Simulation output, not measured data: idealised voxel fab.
This is a process module. Its name is voxel self aligned vias.
cross-section cut | 280 nm wide | cells 5 nm
Cross-section spec: square-cell grid; bands listed top down; each band is one or more rows. Heads up on the band format: heights come first, top then bottom, in nm. After that it's the materials left to right, each with its width in nm. A single material flagged "full width" fills the whole band edge to edge, and "air" means there's empty space there. Zero point of the height axis is 0; under it, received wafer = one material. Lowest band: continues down indefinitely, "0 down". The two numbers in a width such as "30 to 40" mark its ends across the band: the first belongs to the top row of cells, the second to the bottom row, and from each row to the next the width moves by the same amount. It should be understood that the words "nothing different", when stated for a given step, signify that the cross-section underwent no change in any of its cells during that step. Empty spaces counting at least 8 cells and having no open way to the top are listed in "Entrapped void list". The notation width x height at distance is used for each, the distance being from the left edge and all three values in nm. On each step's line, the part that comes after the settings is the simulator's own comment on the step. The setting "overlay nm" may be written on the line of a step. When the step uses a mask, the value reports how far to the right of the planned place the mask lay, and a negative value reports that it lay to the left.
The following list gives the planned process steps
1. RECEIVE with material Si
2. CONFORMAL_DEP with material SiO2, thk nm 10
3. CONFORMAL_DEP with material SiCN, thk nm 5
4. DIRECTIONAL_DEP with material SiO2, thk nm 30
5. MASKED_ETCH with tone open, mask id LINES, width nm 25, pitch nm 75, etch materials SiO2, depth nm 30, overlay nm 0
6. CONFORMAL_DEP with material TiN, thk nm 5
7. FILL_DEP with material W, thk nm 10
8. CMP with height nm 45
9. SELECTIVE_ETCH with etch materials W Ru TiN, depth nm 5
10. FILL_DEP with material SiN, thk nm 10
11. CMP with height nm 45
12. DIRECTIONAL_DEP with material SiO2, thk nm 15
13. PATTERN with tone open, mask id VIAS, material resist, width nm 45, thk nm 20, overlay nm 0
14. DIRECTIONAL_ETCH with etch materials SiO2, depth nm 15
15. DIRECTIONAL_ETCH with etch materials SiN, depth nm 5
16. STRIP with etch materials resist
17. CONFORMAL_DEP with material TiN, thk nm 5
18. FILL_DEP with material Cu, thk nm 10
19. CMP with height nm 60
20. CONFORMAL_DEP with material SiCN, thk nm 5
Cross-section of the incoming wafer, state after step 1
> 0 down  Si full width
> Entrapped void list: none
One mistake in running the module, otherwise start and plan as above: cross-section at the end
> 65 to 60  SiCN full width
> 60 to 50  70 nm SiO2; 5 nm TiN; 35 nm Cu; 5 nm TiN; 165 nm SiO2
> 50 to 45  70 nm SiO2; 25 nm TiN; 15 nm Cu; 5 nm TiN; 165 nm SiO2
> 45 to 40  90 nm SiO2; 25 nm TiN; 50 nm SiO2; 25 nm SiN; 90 nm SiO2
> 40 to 20  90 nm SiO2; 5 nm TiN; 15 nm W; 5 nm TiN; 50 nm SiO2; 5 nm TiN; 15 nm W; 5 nm TiN; 90 nm SiO2
> 20 to 15  90 nm SiO2; 25 nm TiN; 50 nm SiO2; 25 nm TiN; 90 nm SiO2
> 15 to 10  SiCN full width
> 10 to 0  SiO2 full width
> 0 down  Si full width
> Entrapped void list: none
Short version of what went wrong: step 13 ran differently from the plan; actual operation with settings: PATTERN with tone open, mask id VIAS, material resist, width nm 45, thk nm 20, overlay nm -10
